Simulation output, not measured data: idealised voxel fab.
Proc. module: voxel gate over fins
Section shown: cut. Width: 270 nm. Cell size: 5 nm, square.
Just so we're on the same page, the cross-sections are grids of square cells, and they're listed out in bands top to bottom, each band one or more rows deep.
It is stipulated that each band's entry specify, in nanometres, the height of the top of the band and then that of its bottom, followed by the materials of the band in left-to-right sequence, each together with its width in nanometres. A single material marked by the word "all across" is understood to fill the band from edge to edge; the word "empty" is understood to denote empty space.
Height 0 is the level under which the wafer as received is all one material. The lowest band goes on downwards, as in "0 and below".
Width "30 to 40": first value at the band's top row of cells, second value at its bottom row, equal change from row to row.
"everything unchanged" means the step left every cell of the cross-section as it was.
What "Listed closed voids" gives you is every empty space of 8 cells or more that is cut off from the top. Each appears as width x height at distance, with the distance taken from the left edge and width, height and distance all in nm.
What comes after the settings on a step's line is commentary from the simulator itself on that step.
The line of a step may include "overlay nm". On a step with a mask, this value is how far to the right of its planned place the mask lay. A negative value means the mask lay to the left.
In what follows, pairs of cross-sections are presented, each taken before and after one process step, with the after cross-section shown only down to the lowest band that was altered; the step, together with its settings, is stated below the pair. The pairs may stem from different runs of this module on the same starting wafer; accordingly, a pair should be taken as continuing from the one above it solely where its entry headed "Before this step" indicates as much.
[Before this step]
    5 down to 0  W 50 nm | TiN 5 nm | HfO2 25 nm | TiN 5 nm | W 10 nm | TiN 5 nm | HfO2 25 nm | TiN 5 nm | W 10 nm | TiN 5 nm | HfO2 25 nm | TiN 5 nm | W 10 nm | TiN 5 nm | HfO2 25 nm | TiN 5 nm | W 50 nm
    0 down to -5  W 50 nm | TiN 5 nm | HfO2 5 nm | Si 15 nm | HfO2 5 nm | TiN 5 nm | W 10 nm | TiN 5 nm | HfO2 5 nm | Si 15 nm | HfO2 5 nm | TiN 5 nm | W 10 nm | TiN 5 nm | HfO2 5 nm | Si 15 nm | HfO2 5 nm | TiN 5 nm | W 10 nm | TiN 5 nm | HfO2 5 nm | Si 15 nm | HfO2 5 nm | TiN 5 nm | W 50 nm
    -5 down to -10  TiN 55 nm | HfO2 5 nm | Si 15 nm | HfO2 5 nm | TiN 20 nm | HfO2 5 nm | Si 15 nm | HfO2 5 nm | TiN 20 nm | HfO2 5 nm | Si 15 nm | HfO2 5 nm | TiN 20 nm | HfO2 5 nm | Si 15 nm | HfO2 5 nm | TiN 55 nm
    -10 down to -15  HfO2 60 nm | Si 15 nm | HfO2 30 nm | Si 15 nm | HfO2 30 nm | Si 15 nm | HfO2 30 nm | Si 15 nm | HfO2 60 nm
    -15 down to -30  SiO2 60 nm | Si 15 nm | SiO2 30 nm | Si 15 nm | SiO2 30 nm | Si 15 nm | SiO2 30 nm | Si 15 nm | SiO2 60 nm
    -30 and below  Si all across
    Listed closed voids: none
[Post-Process View]
    15 down to 5  SiCN all across
    Under 5: no change, same as before.
    Listed closed voids: none
Between the two cross-sections above, the process step reads CONFORMAL_DEP with material SiCN, thk nm 10
[Before this step]
    25 down to 10  aC all across
    10 down to 0  SiN all across
    0 and below  Si all across
    Listed closed voids: none
[Post-Process View]
    55 down to 25  empty 55 nm | resist 25 nm | empty 20 nm | resist 25 nm | empty 20 nm | resist 25 nm | empty 20 nm | resist 25 nm | empty 55 nm
    Under 25: no change, same as before.
    Listed closed voids: none
Between the two cross-sections above, the process step reads PATTERN with tone cover, mask id FINS, material resist, width nm 25, pitch nm 45, thk nm 30, overlay nm 0
Before this step: The prior state of this step coincides with the post-step cross-section of the pair just above.
[Post-Process View]
    40 down to 25  empty 55 nm | resist 25 nm | empty 20 nm | resist 25 nm | empty 20 nm | resist 25 nm | empty 20 nm | resist 25 nm | empty 55 nm
    25 down to 10  empty 55 nm | aC 25 nm | empty 20 nm | aC 25 nm | empty 20 nm | aC 25 nm | empty 20 nm | aC 25 nm | empty 55 nm
    Under 10: no change, same as before.
    Listed closed voids: none
Between the two cross-sections above, the process step reads DIRECTIONAL_ETCH with etch materials aC, depth nm 15
Before this step: The prior state of this step coincides with the post-step cross-section of the pair just above.
[Post-Process View]
    25 down to 10  empty 55 nm | aC 25 nm | empty 20 nm | aC 25 nm | empty 20 nm | aC 25 nm | empty 20 nm | aC 25 nm | empty 55 nm
    Under 10: no change, same as before.
    Listed closed voids: none
Between the two cross-sections above, the process step reads STRIP with etch materials resist
Before this step: The prior state of this step coincides with the post-step cross-section of the pair just above.
[Post-Process View]
    25 down to 10  empty 55 nm | aC 25 nm | empty 20 nm | aC 25 nm | empty 20 nm | aC 25 nm | empty 20 nm | aC 25 nm | empty 55 nm
    10 down to 0  empty 55 nm | SiN 25 nm | empty 20 nm | SiN 25 nm | empty 20 nm | SiN 25 nm | empty 20 nm | SiN 25 nm | empty 55 nm
    Under 0: no change, same as before.
    Listed closed voids: none
Between the two cross-sections above, the process step reads DIRECTIONAL_ETCH with etch materials SiN, depth nm 10
Before this step: The prior state of this step coincides with the post-step cross-section of the pair just above.
[Post-Process View]
    25 down to 10  empty 55 nm | aC 25 nm | empty 20 nm | aC 25 nm | empty 20 nm | aC 25 nm | empty 20 nm | aC 25 nm | empty 55 nm
    10 down to 0  empty 55 nm | SiN 25 nm | empty 20 nm | SiN 25 nm | empty 20 nm | SiN 25 nm | empty 20 nm | SiN 25 nm | empty 55 nm
    0 down to -30  empty 55 nm | Si 25 nm | empty 20 nm | Si 25 nm | empty 20 nm | Si 25 nm | empty 20 nm | Si 25 nm | empty 55 nm
    Under -30: no change, same as before.
    Listed closed voids: none
Between the two cross-sections above, the process step reads DIRECTIONAL_ETCH with etch materials Si, depth nm 30
Before this step: The prior state of this step coincides with the post-step cross-section of the pair just above.
[Post-Process View]
    10 down to 0  empty 55 nm | SiN 25 nm | empty 20 nm | SiN 25 nm | empty 20 nm | SiN 25 nm | empty 20 nm | SiN 25 nm | empty 55 nm
    Under 0: no change, same as before.
    Listed closed voids: none
Between the two cross-sections above, the process step reads STRIP with etch materials aC
Before this step: The prior state of this step coincides with the post-step cross-section of the pair just above.
[Post-Process View]
    20 down to 10  SiO2 all across
    10 down to 0  SiO2 55 nm | SiN 25 nm | SiO2 20 nm | SiN 25 nm | SiO2 20 nm | SiN 25 nm | SiO2 20 nm | SiN 25 nm | SiO2 55 nm
    0 down to -30  SiO2 55 nm | Si 25 nm | SiO2 20 nm | Si 25 nm | SiO2 20 nm | Si 25 nm | SiO2 20 nm | Si 25 nm | SiO2 55 nm
    Under -30: no change, same as before.
    Listed closed voids: none
Between the two cross-sections above, the process step reads FILL_DEP with material SiO2, thk nm 10
Before this step: The prior state of this step coincides with the post-step cross-section of the pair just above.
[Post-Process View]
    10 down to 0  SiO2 55 nm | SiN 25 nm | SiO2 20 nm | SiN 25 nm | SiO2 20 nm | SiN 25 nm | SiO2 20 nm | SiN 25 nm | SiO2 55 nm
    Under 0: no change, same as before.
    Listed closed voids: none
Between the two cross-sections above, the process step reads CMP with height nm 10
Before this step: The prior state of this step coincides with the post-step cross-section of the pair just above.
[Post-Process View]
    10 down to 0  empty 55 nm | SiN 25 nm | empty 20 nm | SiN 25 nm | empty 20 nm | SiN 25 nm | empty 20 nm | SiN 25 nm | empty 55 nm
    0 down to -15  empty 55 nm | Si 25 nm | empty 20 nm | Si 25 nm | empty 20 nm | Si 25 nm | empty 20 nm | Si 25 nm | empty 55 nm
    Under -15: no change, same as before.
    Listed closed voids: none
Between the two cross-sections above, the process step reads SELECTIVE_ETCH with etch materials SiO2, depth nm 25
Before this step: The prior state of this step coincides with the post-step cross-section of the pair just above.
[Post-Process View]
    0 down to -15  empty 55 nm | Si 25 nm | empty 20 nm | Si 25 nm | empty 20 nm | Si 25 nm | empty 20 nm | Si 25 nm | empty 55 nm
    Under -15: no change, same as before.
    Listed closed voids: none
Between the two cross-sections above, the process step reads STRIP with etch materials SiN
Before this step: The prior state of this step coincides with the post-step cross-section of the pair just above.
[Post-Process View]
    5 down to 0  empty 50 nm | HfO2 35 nm | empty 10 nm | HfO2 35 nm | empty 10 nm | HfO2 35 nm | empty 10 nm | HfO2 35 nm | empty 50 nm
    0 down to -10  empty 50 nm | HfO2 5 nm | Si 25 nm | HfO2 5 nm | empty 10 nm | HfO2 5 nm | Si 25 nm | HfO2 5 nm | empty 10 nm | HfO2 5 nm | Si 25 nm | HfO2 5 nm | empty 10 nm | HfO2 5 nm | Si 25 nm | HfO2 5 nm | empty 50 nm
    -10 down to -15  HfO2 55 nm | Si 25 nm | HfO2 20 nm | Si 25 nm | HfO2 20 nm | Si 25 nm | HfO2 20 nm | Si 25 nm | HfO2 55 nm
    Under -15: no change, same as before.
    Listed closed voids: none
Between the two cross-sections above, the process step reads CONFORMAL_DEP with material HfO2, thk nm 5
Before this step: The prior state of this step coincides with the post-step cross-section of the pair just above.
[Post-Process View]
    10 down to 5  empty 45 nm | TiN 180 nm | empty 45 nm
    5 down to 0  empty 45 nm | TiN 5 nm | HfO2 35 nm | TiN 10 nm | HfO2 35 nm | TiN 10 nm | HfO2 35 nm | TiN 10 nm | HfO2 35 nm | TiN 5 nm | empty 45 nm
    0 down to -5  empty 45 nm | TiN 5 nm | HfO2 5 nm | Si 25 nm | HfO2 5 nm | TiN 10 nm | HfO2 5 nm | Si 25 nm | HfO2 5 nm | TiN 10 nm | HfO2 5 nm | Si 25 nm | HfO2 5 nm | TiN 10 nm | HfO2 5 nm | Si 25 nm | HfO2 5 nm | TiN 5 nm | empty 45 nm
    -5 down to -10  TiN 50 nm | HfO2 5 nm | Si 25 nm | HfO2 5 nm | TiN 10 nm | HfO2 5 nm | Si 25 nm | HfO2 5 nm | TiN 10 nm | HfO2 5 nm | Si 25 nm | HfO2 5 nm | TiN 10 nm | HfO2 5 nm | Si 25 nm | HfO2 5 nm | TiN 50 nm
    Under -10: no change, same as before.
    Listed closed voids: none
Between the two cross-sections above, the process step reads CONFORMAL_DEP with material TiN, thk nm 5
Before this step: The prior state of this step coincides with the post-step cross-section of the pair just above.
[Post-Process View]
    20 down to 10  W all across
    10 down to 5  W 45 nm | TiN 180 nm | W 45 nm
    5 down to 0  W 45 nm | TiN 5 nm | HfO2 35 nm | TiN 10 nm | HfO2 35 nm | TiN 10 nm | HfO2 35 nm | TiN 10 nm | HfO2 35 nm | TiN 5 nm | W 45 nm
    0 down to -5  W 45 nm | TiN 5 nm | HfO2 5 nm | Si 25 nm | HfO2 5 nm | TiN 10 nm | HfO2 5 nm | Si 25 nm | HfO2 5 nm | TiN 10 nm | HfO2 5 nm | Si 25 nm | HfO2 5 nm | TiN 10 nm | HfO2 5 nm | Si 25 nm | HfO2 5 nm | TiN 5 nm | W 45 nm
    Under -5: no change, same as before.
    Listed closed voids: none
Between the two cross-sections above, the process step reads FILL_DEP with material W, thk nm 10
Before this step: The prior state of this step coincides with the post-step cross-section of the pair just above.
[Post-Process View]
    15 down to 10  W all across
    Under 10: no change, same as before.
    Listed closed voids: none
Between the two cross-sections above, the process step reads CMP with height nm 15
Before this step: The prior state of this step coincides with the post-step cross-section of the pair just above.
[Post-Process View]
    25 down to 15  SiCN all across
    Under 15: no change, same as before.
    Listed closed voids: none
Between the two cross-sections above, the process step reads CONFORMAL_DEP with material SiCN, thk nm 10
[Before this step]
    25 down to 10  aC all across
    10 down to 0  SiN all across
    0 and below  Si all across
    Listed closed voids: none
[Post-Process View]
    55 down to 25  empty 70 nm | resist 15 nm | empty 30 nm | resist 15 nm | empty 30 nm | resist 15 nm | empty 30 nm | resist 15 nm | empty 50 nm
    Under 25: no change, same as before.
    Listed closed voids: none
Between the two cross-sections above, the process step reads PATTERN with tone cover, mask id FINS, material resist, width nm 15, pitch nm 45, thk nm 30, overlay nm 10
Before this step: The prior state of this step coincides with the post-step cross-section of the pair just above.
[Post-Process View]
    40 down to 25  empty 70 nm | resist 15 nm | empty 30 nm | resist 15 nm | empty 30 nm | resist 15 nm | empty 30 nm | resist 15 nm | empty 50 nm
    25 down to 10  empty 70 nm | aC 15 nm | empty 30 nm | aC 15 nm | empty 30 nm | aC 15 nm | empty 30 nm | aC 15 nm | empty 50 nm
    Under 10: no change, same as before.
    Listed closed voids: none
Between the two cross-sections above, the process step reads DIRECTIONAL_ETCH with etch materials aC, depth nm 15
Before this step: The prior state of this step coincides with the post-step cross-section of the pair just above.
[Post-Process View]
    25 down to 10  empty 70 nm | aC 15 nm | empty 30 nm | aC 15 nm | empty 30 nm | aC 15 nm | empty 30 nm | aC 15 nm | empty 50 nm
    Under 10: no change, same as before.
    Listed closed voids: none
Between the two cross-sections above, the process step reads STRIP with etch materials resist
Before this step: The prior state of this step coincides with the post-step cross-section of the pair just above.
[Post-Process View]
    25 down to 10  empty 70 nm | aC 15 nm | empty 30 nm | aC 15 nm | empty 30 nm | aC 15 nm | empty 30 nm | aC 15 nm | empty 50 nm
    10 down to 0  empty 70 nm | SiN 15 nm | empty 30 nm | SiN 15 nm | empty 30 nm | SiN 15 nm | empty 30 nm | SiN 15 nm | empty 50 nm
    Under 0: no change, same as before.
    Listed closed voids: none
Between the two cross-sections above, the process step reads DIRECTIONAL_ETCH with etch materials SiN, depth nm 10
Before this step: The prior state of this step coincides with the post-step cross-section of the pair just above.
[Post-Process View]
    25 down to 10  empty 70 nm | aC 15 nm | empty 30 nm | aC 15 nm | empty 30 nm | aC 15 nm | empty 30 nm | aC 15 nm | empty 50 nm
    10 down to 0  empty 70 nm | SiN 15 nm | empty 30 nm | SiN 15 nm | empty 30 nm | SiN 15 nm | empty 30 nm | SiN 15 nm | empty 50 nm
    0 down to -30  empty 70 nm | Si 15 nm | empty 30 nm | Si 15 nm | empty 30 nm | Si 15 nm | empty 30 nm | Si 15 nm | empty 50 nm
    Under -30: no change, same as before.
    Listed closed voids: none
Between the two cross-sections above, the process step reads DIRECTIONAL_ETCH with etch materials Si, depth nm 30
Before this step: The prior state of this step coincides with the post-step cross-section of the pair just above.
[Post-Process View]
    10 down to 0  empty 70 nm | SiN 15 nm | empty 30 nm | SiN 15 nm | empty 30 nm | SiN 15 nm | empty 30 nm | SiN 15 nm | empty 50 nm
    Under 0: no change, same as before.
    Listed closed voids: none
Between the two cross-sections above, the process step reads STRIP with etch materials aC
Before this step: The prior state of this step coincides with the post-step cross-section of the pair just above.
[Post-Process View]
    20 down to 10  SiO2 all across
    10 down to 0  SiO2 70 nm | SiN 15 nm | SiO2 30 nm | SiN 15 nm | SiO2 30 nm | SiN 15 nm | SiO2 30 nm | SiN 15 nm | SiO2 50 nm
    0 down to -30  SiO2 70 nm | Si 15 nm | SiO2 30 nm | Si 15 nm | SiO2 30 nm | Si 15 nm | SiO2 30 nm | Si 15 nm | SiO2 50 nm
    Under -30: no change, same as before.
    Listed closed voids: none
Between the two cross-sections above, the process step reads FILL_DEP with material SiO2, thk nm 10
Before this step: The prior state of this step coincides with the post-step cross-section of the pair just above.
[Post-Process View]
    10 down to 0  SiO2 70 nm | SiN 15 nm | SiO2 30 nm | SiN 15 nm | SiO2 30 nm | SiN 15 nm | SiO2 30 nm | SiN 15 nm | SiO2 50 nm
    Under 0: no change, same as before.
    Listed closed voids: none
Between the two cross-sections above, the process step reads CMP with height nm 10
Before this step: The prior state of this step coincides with the post-step cross-section of the pair just above.
[Post-Process View]
    10 down to 0  empty 70 nm | SiN 15 nm | empty 30 nm | SiN 15 nm | empty 30 nm | SiN 15 nm | empty 30 nm | SiN 15 nm | empty 50 nm
    0 down to -15  empty 70 nm | Si 15 nm | empty 30 nm | Si 15 nm | empty 30 nm | Si 15 nm | empty 30 nm | Si 15 nm | empty 50 nm
    Under -15: no change, same as before.
    Listed closed voids: none
Between the two cross-sections above, the process step reads SELECTIVE_ETCH with etch materials SiO2, depth nm 25
Before this step: The prior state of this step coincides with the post-step cross-section of the pair just above.
[Post-Process View]
    0 down to -15  empty 70 nm | Si 15 nm | empty 30 nm | Si 15 nm | empty 30 nm | Si 15 nm | empty 30 nm | Si 15 nm | empty 50 nm
    Under -15: no change, same as before.
    Listed closed voids: none
Between the two cross-sections above, the process step reads STRIP with etch materials SiN
Before this step: The prior state of this step coincides with the post-step cross-section of the pair just above.
[Post-Process View]
    5 down to 0  empty 65 nm | HfO2 25 nm | empty 20 nm | HfO2 25 nm | empty 20 nm | HfO2 25 nm | empty 20 nm | HfO2 25 nm | empty 45 nm
    0 down to -10  empty 65 nm | HfO2 5 nm | Si 15 nm | HfO2 5 nm | empty 20 nm | HfO2 5 nm | Si 15 nm | HfO2 5 nm | empty 20 nm | HfO2 5 nm | Si 15 nm | HfO2 5 nm | empty 20 nm | HfO2 5 nm | Si 15 nm | HfO2 5 nm | empty 45 nm
    -10 down to -15  HfO2 70 nm | Si 15 nm | HfO2 30 nm | Si 15 nm | HfO2 30 nm | Si 15 nm | HfO2 30 nm | Si 15 nm | HfO2 50 nm
    Under -15: no change, same as before.
    Listed closed voids: none
Between the two cross-sections above, the process step reads CONFORMAL_DEP with material HfO2, thk nm 5
Before this step: The prior state of this step coincides with the post-step cross-section of the pair just above.
[Post-Process View]
    10 down to 5  empty 60 nm | TiN 35 nm | empty 10 nm | TiN 35 nm | empty 10 nm | TiN 35 nm | empty 10 nm | TiN 35 nm | empty 40 nm
    5 down to 0  empty 60 nm | TiN 5 nm | HfO2 25 nm | TiN 5 nm | empty 10 nm | TiN 5 nm | HfO2 25 nm | TiN 5 nm | empty 10 nm | TiN 5 nm | HfO2 25 nm | TiN 5 nm | empty 10 nm | TiN 5 nm | HfO2 25 nm | TiN 5 nm | empty 40 nm
    0 down to -5  empty 60 nm | TiN 5 nm | HfO2 5 nm | Si 15 nm | HfO2 5 nm | TiN 5 nm | empty 10 nm | TiN 5 nm | HfO2 5 nm | Si 15 nm | HfO2 5 nm | TiN 5 nm | empty 10 nm | TiN 5 nm | HfO2 5 nm | Si 15 nm | HfO2 5 nm | TiN 5 nm | empty 10 nm | TiN 5 nm | HfO2 5 nm | Si 15 nm | HfO2 5 nm | TiN 5 nm | empty 40 nm
    -5 down to -10  TiN 65 nm | HfO2 5 nm | Si 15 nm | HfO2 5 nm | TiN 20 nm | HfO2 5 nm | Si 15 nm | HfO2 5 nm | TiN 20 nm | HfO2 5 nm | Si 15 nm | HfO2 5 nm | TiN 20 nm | HfO2 5 nm | Si 15 nm | HfO2 5 nm | TiN 45 nm
    Under -10: no change, same as before.
    Listed closed voids: none
Between the two cross-sections above, the process step reads CONFORMAL_DEP with material TiN, thk nm 5
Before this step: The prior state of this step coincides with the post-step cross-section of the pair just above.
[Post-Process View]
    20 down to 10  W all across
    10 down to 5  W 60 nm | TiN 35 nm | W 10 nm | TiN 35 nm | W 10 nm | TiN 35 nm | W 10 nm | TiN 35 nm | W 40 nm
    5 down to 0  W 60 nm | TiN 5 nm | HfO2 25 nm | TiN 5 nm | W 10 nm | TiN 5 nm | HfO2 25 nm | TiN 5 nm | W 10 nm | TiN 5 nm | HfO2 25 nm | TiN 5 nm | W 10 nm | TiN 5 nm | HfO2 25 nm | TiN 5 nm | W 40 nm
    0 down to -5  W 60 nm | TiN 5 nm | HfO2 5 nm | Si 15 nm | HfO2 5 nm | TiN 5 nm | W 10 nm | TiN 5 nm | HfO2 5 nm | Si 15 nm | HfO2 5 nm | TiN 5 nm | W 10 nm | TiN 5 nm | HfO2 5 nm | Si 15 nm | HfO2 5 nm | TiN 5 nm | W 10 nm | TiN 5 nm | HfO2 5 nm | Si 15 nm | HfO2 5 nm | TiN 5 nm | W 40 nm
    Under -5: no change, same as before.
    Listed closed voids: none
Between the two cross-sections above, the process step reads FILL_DEP with material W, thk nm 10
Before this step: The prior state of this step coincides with the post-step cross-section of the pair just above.
[Post-Process View]
    15 down to 10  W all across
    Under 10: no change, same as before.
    Listed closed voids: none
Between the two cross-sections above, the process step reads CMP with height nm 15
Before this step: The prior state of this step coincides with the post-step cross-section of the pair just above.
[Post-Process View]
    25 down to 15  SiCN all across
    Under 15: no change, same as before.
    Listed closed voids: none
Between the two cross-sections above, the process step reads CONFORMAL_DEP with material SiCN, thk nm 10
[Before this step]
    0 down to -15  empty 60 nm | Si 15 nm | empty 30 nm | Si 15 nm | empty 30 nm | Si 15 nm | empty 30 nm | Si 15 nm | empty 60 nm
    -15 down to -30  SiO2 60 nm | Si 15 nm | SiO2 30 nm | Si 15 nm | SiO2 30 nm | Si 15 nm | SiO2 30 nm | Si 15 nm | SiO2 60 nm
    -30 and below  Si all across
    Listed closed voids: none
[Post-Process View]
    5 down to 0  empty 55 nm | SiO2 25 nm | empty 20 nm | SiO2 25 nm | empty 20 nm | SiO2 25 nm | empty 20 nm | SiO2 25 nm | empty 55 nm
    0 down to -10  empty 55 nm | SiO2 5 nm | Si 15 nm | SiO2 5 nm | empty 20 nm | SiO2 5 nm | Si 15 nm | SiO2 5 nm | empty 20 nm | SiO2 5 nm | Si 15 nm | SiO2 5 nm | empty 20 nm | SiO2 5 nm | Si 15 nm | SiO2 5 nm | empty 55 nm
    -10 down to -30  SiO2 60 nm | Si 15 nm | SiO2 30 nm | Si 15 nm | SiO2 30 nm | Si 15 nm | SiO2 30 nm | Si 15 nm | SiO2 60 nm
    Under -30: no change, same as before.
    Listed closed voids: none
Between the two cross-sections above, the process step reads CONFORMAL_DEP with material SiO2, thk nm 5
Before this step: The prior state of this step coincides with the post-step cross-section of the pair just above.
[Post-Process View]
    10 down to 5  empty 50 nm | TiN 35 nm | empty 10 nm | TiN 35 nm | empty 10 nm | TiN 35 nm | empty 10 nm | TiN 35 nm | empty 50 nm
    5 down to 0  empty 50 nm | TiN 5 nm | SiO2 25 nm | TiN 5 nm | empty 10 nm | TiN 5 nm | SiO2 25 nm | TiN 5 nm | empty 10 nm | TiN 5 nm | SiO2 25 nm | TiN 5 nm | empty 10 nm | TiN 5 nm | SiO2 25 nm | TiN 5 nm | empty 50 nm
    0 down to -5  empty 50 nm | TiN 5 nm | SiO2 5 nm | Si 15 nm | SiO2 5 nm | TiN 5 nm | empty 10 nm | TiN 5 nm | SiO2 5 nm | Si 15 nm | SiO2 5 nm | TiN 5 nm | empty 10 nm | TiN 5 nm | SiO2 5 nm | Si 15 nm | SiO2 5 nm | TiN 5 nm | empty 10 nm | TiN 5 nm | SiO2 5 nm | Si 15 nm | SiO2 5 nm | TiN 5 nm | empty 50 nm
    -5 down to -10  TiN 55 nm | SiO2 5 nm | Si 15 nm | SiO2 5 nm | TiN 20 nm | SiO2 5 nm | Si 15 nm | SiO2 5 nm | TiN 20 nm | SiO2 5 nm | Si 15 nm | SiO2 5 nm | TiN 20 nm | SiO2 5 nm | Si 15 nm | SiO2 5 nm | TiN 55 nm
    Under -10: no change, same as before.
    Listed closed voids: none
Between the two cross-sections above, the process step reads CONFORMAL_DEP with material TiN, thk nm 5
Before this step: The prior state of this step coincides with the post-step cross-section of the pair just above.
[Post-Process View]
    20 down to 10  W all across
    10 down to 5  W 50 nm | TiN 35 nm | W 10 nm | TiN 35 nm | W 10 nm | TiN 35 nm | W 10 nm | TiN 35 nm | W 50 nm
    5 down to 0  W 50 nm | TiN 5 nm | SiO2 25 nm | TiN 5 nm | W 10 nm | TiN 5 nm | SiO2 25 nm | TiN 5 nm | W 10 nm | TiN 5 nm | SiO2 25 nm | TiN 5 nm | W 10 nm | TiN 5 nm | SiO2 25 nm | TiN 5 nm | W 50 nm
    0 down to -5  W 50 nm | TiN 5 nm | SiO2 5 nm | Si 15 nm | SiO2 5 nm | TiN 5 nm | W 10 nm | TiN 5 nm | SiO2 5 nm | Si 15 nm | SiO2 5 nm | TiN 5 nm | W 10 nm | TiN 5 nm | SiO2 5 nm | Si 15 nm | SiO2 5 nm | TiN 5 nm | W 10 nm | TiN 5 nm | SiO2 5 nm | Si 15 nm | SiO2 5 nm | TiN 5 nm | W 50 nm
    Under -5: no change, same as before.
    Listed closed voids: none
Between the two cross-sections above, the process step reads FILL_DEP with material W, thk nm 10
Before this step: The prior state of this step coincides with the post-step cross-section of the pair just above.
[Post-Process View]
    15 down to 10  W all across
    Under 10: no change, same as before.
    Listed closed voids: none
Between the two cross-sections above, the process step reads CMP with height nm 15
Before this step: The prior state of this step coincides with the post-step cross-section of the pair just above.
[Post-Process View]
    25 down to 15  SiCN all across
    Under 15: no change, same as before.
    Listed closed voids: none
Between the two cross-sections above, the process step reads CONFORMAL_DEP with material SiCN, thk nm 10
[Before this step]
    25 down to 10  aC all across
    10 down to 0  SiN all across
    0 and below  Si all across
    Listed closed voids: none
[Post-Process View]
    55 down to 25  resist 60 nm | empty 15 nm | resist 30 nm | empty 15 nm | resist 30 nm | empty 15 nm | resist 30 nm | empty 15 nm | resist 60 nm
    Under 25: no change, same as before.
    Listed closed voids: none
Between the two cross-sections above, the process step reads PATTERN with tone open, mask id FINS, material resist, width nm 15, pitch nm 45, thk nm 30, overlay nm 0
Before this step: The prior state of this step coincides with the post-step cross-section of the pair just above.
[Post-Process View]
    40 down to 25  resist 60 nm | empty 15 nm | resist 30 nm | empty 15 nm | resist 30 nm | empty 15 nm | resist 30 nm | empty 15 nm | resist 60 nm
    25 down to 10  aC 60 nm | empty 15 nm | aC 30 nm | empty 15 nm | aC 30 nm | empty 15 nm | aC 30 nm | empty 15 nm | aC 60 nm
    Under 10: no change, same as before.
    Listed closed voids: none
Between the two cross-sections above, the process step reads DIRECTIONAL_ETCH with etch materials aC, depth nm 15
Before this step: The prior state of this step coincides with the post-step cross-section of the pair just above.
[Post-Process View]
    25 down to 10  aC 60 nm | empty 15 nm | aC 30 nm | empty 15 nm | aC 30 nm | empty 15 nm | aC 30 nm | empty 15 nm | aC 60 nm
    Under 10: no change, same as before.
    Listed closed voids: none
Between the two cross-sections above, the process step reads STRIP with etch materials resist
Before this step: The prior state of this step coincides with the post-step cross-section of the pair just above.
[Post-Process View]
    25 down to 10  aC 60 nm | empty 15 nm | aC 30 nm | empty 15 nm | aC 30 nm | empty 15 nm | aC 30 nm | empty 15 nm | aC 60 nm
    10 down to 0  SiN 60 nm | empty 15 nm | SiN 30 nm | empty 15 nm | SiN 30 nm | empty 15 nm | SiN 30 nm | empty 15 nm | SiN 60 nm
    Under 0: no change, same as before.
    Listed closed voids: none
Between the two cross-sections above, the process step reads DIRECTIONAL_ETCH with etch materials SiN, depth nm 10
Before this step: The prior state of this step coincides with the post-step cross-section of the pair just above.
[Post-Process View]
    25 down to 10  aC 60 nm | empty 15 nm | aC 30 nm | empty 15 nm | aC 30 nm | empty 15 nm | aC 30 nm | empty 15 nm | aC 60 nm
    10 down to 0  SiN 60 nm | empty 15 nm | SiN 30 nm | empty 15 nm | SiN 30 nm | empty 15 nm | SiN 30 nm | empty 15 nm | SiN 60 nm
    0 down to -30  Si 60 nm | empty 15 nm | Si 30 nm | empty 15 nm | Si 30 nm | empty 15 nm | Si 30 nm | empty 15 nm | Si 60 nm
    Under -30: no change, same as before.
    Listed closed voids: none
Between the two cross-sections above, the process step reads DIRECTIONAL_ETCH with etch materials Si, depth nm 30
Before this step: The prior state of this step coincides with the post-step cross-section of the pair just above.
[Post-Process View]
    10 down to 0  SiN 60 nm | empty 15 nm | SiN 30 nm | empty 15 nm | SiN 30 nm | empty 15 nm | SiN 30 nm | empty 15 nm | SiN 60 nm
    Under 0: no change, same as before.
    Listed closed voids: none
Between the two cross-sections above, the process step reads STRIP with etch materials aC
Before this step: The prior state of this step coincides with the post-step cross-section of the pair just above.
[Post-Process View]
    20 down to 10  SiO2 all across
    10 down to 0  SiN 60 nm | SiO2 15 nm | SiN 30 nm | SiO2 15 nm | SiN 30 nm | SiO2 15 nm | SiN 30 nm | SiO2 15 nm | SiN 60 nm
    0 down to -30  Si 60 nm | SiO2 15 nm | Si 30 nm | SiO2 15 nm | Si 30 nm | SiO2 15 nm | Si 30 nm | SiO2 15 nm | Si 60 nm
    Under -30: no change, same as before.
    Listed closed voids: none
Between the two cross-sections above, the process step reads FILL_DEP with material SiO2, thk nm 10
Before this step: The prior state of this step coincides with the post-step cross-section of the pair just above.
[Post-Process View]
    10 down to 0  SiN 60 nm | SiO2 15 nm | SiN 30 nm | SiO2 15 nm | SiN 30 nm | SiO2 15 nm | SiN 30 nm | SiO2 15 nm | SiN 60 nm
    Under 0: no change, same as before.
    Listed closed voids: none
Between the two cross-sections above, the process step reads CMP with height nm 10
Before this step: The prior state of this step coincides with the post-step cross-section of the pair just above.
[Post-Process View]
    10 down to 0  SiN 60 nm | empty 15 nm | SiN 30 nm | empty 15 nm | SiN 30 nm | empty 15 nm | SiN 30 nm | empty 15 nm | SiN 60 nm
    0 down to -15  Si 60 nm | empty 15 nm | Si 30 nm | empty 15 nm | Si 30 nm | empty 15 nm | Si 30 nm | empty 15 nm | Si 60 nm
    Under -15: no change, same as before.
    Listed closed voids: none
Between the two cross-sections above, the process step reads SELECTIVE_ETCH with etch materials SiO2, depth nm 25
Before this step: The prior state of this step coincides with the post-step cross-section of the pair just above.
[Post-Process View]
    0 down to -15  Si 60 nm | empty 15 nm | Si 30 nm | empty 15 nm | Si 30 nm | empty 15 nm | Si 30 nm | empty 15 nm | Si 60 nm
    Under -15: no change, same as before.
    Listed closed voids: none
Between the two cross-sections above, the process step reads STRIP with etch materials SiN
Before this step: The prior state of this step coincides with the post-step cross-section of the pair just above.
[Post-Process View]
    5 down to 0  HfO2 65 nm | empty 5 nm | HfO2 40 nm | empty 5 nm | HfO2 40 nm | empty 5 nm | HfO2 40 nm | empty 5 nm | HfO2 65 nm
    0 down to -10  Si 60 nm | HfO2 5 nm | empty 5 nm | HfO2 5 nm | Si 30 nm | HfO2 5 nm | empty 5 nm | HfO2 5 nm | Si 30 nm | HfO2 5 nm | empty 5 nm | HfO2 5 nm | Si 30 nm | HfO2 5 nm | empty 5 nm | HfO2 5 nm | Si 60 nm
    -10 down to -15  Si 60 nm | HfO2 15 nm | Si 30 nm | HfO2 15 nm | Si 30 nm | HfO2 15 nm | Si 30 nm | HfO2 15 nm | Si 60 nm
    Under -15: no change, same as before.
    Listed closed voids: none
Between the two cross-sections above, the process step reads CONFORMAL_DEP with material HfO2, thk nm 5
